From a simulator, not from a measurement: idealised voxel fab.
The document below concerns the process module designated voxel capacitor over wiring.
Pictured: cross-section cut, 280 nm wide, on a grid of 5 nm square cells.
Throughout this document, each cross-section is represented as a grid of square cells and is presented as a sequence of bands enumerated from the top downward, where a band comprises one or more rows of cells.
Basically the band line says how high the top is and how high the bottom is, in nm, and then what's in it from left to right, every material with its width in nm. Empty space shows up as "blank", and if a single material carries "edge to edge" it runs the full band edge to edge.
A quick word on heights: they are counted from 0, and under that level the wafer as it came to us is one material throughout. The lowest band is different from the rest in having no bottom; it simply continues downward, written as in "from 0 down".
With a width like "30..40", each row of cells in the band differs from the next by the same amount, the top row carrying the first number and the bottom row the second.
"all unchanged" -> step changed no cross-section cell.
"Sealed void listing" means: voids of 8 cells or more that are shut off from the top with no open way through. Written width x height at distance, distance from the left edge, in nm.
Anything after a step's settings on that line? It's the simulator's own note about the step.
Steps that use a mask can have "overlay nm" on their line. It says how far the mask sat to the right of where it was meant to be. Negative means to the left.
[Listed below are the process steps as planned]
1,RECEIVE, material Si
2,CONFORMAL_DEP, material SiO2, thk nm 15
3,DIRECTIONAL_DEP, material TiN, thk nm 5
4,DIRECTIONAL_DEP, material W, thk nm 15
5,DIRECTIONAL_DEP, material aC, thk nm 10
6,PATTERN, tone cover, mask id METAL_1, material resist, width nm 20, pitch nm 70, thk nm 30, overlay nm 0
7,DIRECTIONAL_ETCH, etch materials aC, depth nm 10
8,STRIP, etch materials resist
9,DIRECTIONAL_ETCH, etch materials W, depth nm 15
10,DIRECTIONAL_ETCH, etch materials TiN, depth nm 5
11,STRIP, etch materials aC
12,FILL_DEP, material SiO2, thk nm 5
13,CMP, height nm 35
14,CONFORMAL_DEP, material SiCN, thk nm 5
15,DIRECTIONAL_DEP, material SiO2, thk nm 15
16,MASKED_ETCH, tone open, mask id PLUG_1, width nm 15, etch materials SiO2, depth nm 15, overlay nm 0
17,MASKED_ETCH, tone open, mask id PLUG_1, width nm 15, etch materials SiCN, depth nm 5, overlay nm 0
18,EPI, material Ru, thk nm 10
19,EPI, material Ru, thk nm 10
20,DIRECTIONAL_DEP, material TiN, thk nm 10
21,DIRECTIONAL_DEP, material SiN, thk nm 5
22,DIRECTIONAL_DEP, material TiN, thk nm 5
23,PATTERN, tone cover, mask id UPPER_PLATE, material resist, width nm 55, thk nm 20, overlay nm 0
24,DIRECTIONAL_ETCH, etch materials TiN, depth nm 5
25,DIRECTIONAL_ETCH, etch materials SiN, depth nm 5
26,STRIP, etch materials resist
27,DIRECTIONAL_DEP, material aC, thk nm 10
28,PATTERN, tone cover, mask id LOWER_PLATE, material resist, width nm 65, thk nm 25, overlay nm 0
29,DIRECTIONAL_ETCH, etch materials aC, depth nm 10
30,STRIP, etch materials resist
31,DIRECTIONAL_ETCH, etch materials TiN, depth nm 10
32,STRIP, etch materials aC
33,FILL_DEP, material SiO2, thk nm 20
34,CMP, height nm 90
35,PATTERN, tone open, mask id PLUG_2, material resist, width nm 15, thk nm 15, overlay nm 0
36,DIRECTIONAL_ETCH, etch materials SiO2, depth nm 15
37,STRIP, etch materials resist
38,CONFORMAL_DEP, material TiN, thk nm 5
39,FILL_DEP, material W, thk nm 10
40,CMP, height nm 90
41,CONFORMAL_DEP, material SiN, thk nm 5
[So this is the incoming wafer in cross-section - it's already been through step 1]
> from 0 down  Si edge to edge
> Sealed void listing: none
[Cross-section, first of two wafers, end of module, run as planned]
> from 95 to 90  SiN edge to edge
> from 90 to 80  SiO2 110 nm | TiN 5 nm | W 5 nm | TiN 5 nm | SiO2 155 nm
> from 80 to 70  SiO2 110..100 nm | TiN 15..55 nm | SiO2 155..125 nm
> from 70 to 65  SiO2 100 nm | SiN 55 nm | SiO2 125 nm
> from 65 to 55  SiO2 95 nm | TiN 65 nm | SiO2 120 nm
> from 55 to 40  SiO2 100 nm | Ru 15 nm | SiO2 165 nm
> from 40 to 35  SiCN 100 nm | Ru 15 nm | SiCN 165 nm
> from 35 to 20  SiO2 95 nm | W 20 nm | SiO2 50 nm | W 20 nm | SiO2 95 nm
> from 20 to 15  SiO2 95 nm | TiN 20 nm | SiO2 50 nm | TiN 20 nm | SiO2 95 nm
> from 15 to 0  SiO2 edge to edge
> from 0 down  Si edge to edge
> Sealed void listing: none
[Second wafer of the two, sectioned at the end of the module. It began like the first and followed the same plan, but one mistake was made while running it]
> from 95 to 90  SiN edge to edge
> from 90 to 80  SiO2 110 nm | TiN 5 nm | W 5 nm | TiN 5 nm | SiO2 155 nm
> from 80 to 70  SiO2 110..100 nm | TiN 15 nm | SiO2 155..165 nm
> from 70 to 65  SiO2 100 nm | SiN 15 nm | SiO2 165 nm
> from 65 to 55  SiO2 100 nm | TiN 15..55 nm | SiO2 165..125 nm
> from 55 to 50  SiO2 115 nm | SiN 40 nm | SiO2 125 nm
> from 50 to 40  SiO2 95 nm | TiN 5 nm | SiO2 15 nm | TiN 45 nm | SiO2 120 nm
> from 40 to 35  SiCN edge to edge
> from 35 to 20  SiO2 95 nm | W 20 nm | SiO2 50 nm | W 20 nm | SiO2 95 nm
> from 20 to 15  SiO2 95 nm | TiN 20 nm | SiO2 50 nm | TiN 20 nm | SiO2 95 nm
> from 15 to 0  SiO2 edge to edge
> from 0 down  Si edge to edge
> Sealed void listing: none
Run error: step 16 ran as: MASKED_ETCH, tone cover, mask id PLUG_1, width nm 15, etch materials SiO2, depth nm 15, overlay nm 0
Bottom line after processing is that, in cells, the second wafer is up or down on some materials versus the first: 12 fewer of Ru | 3 more of SiCN | 9 more of SiO2
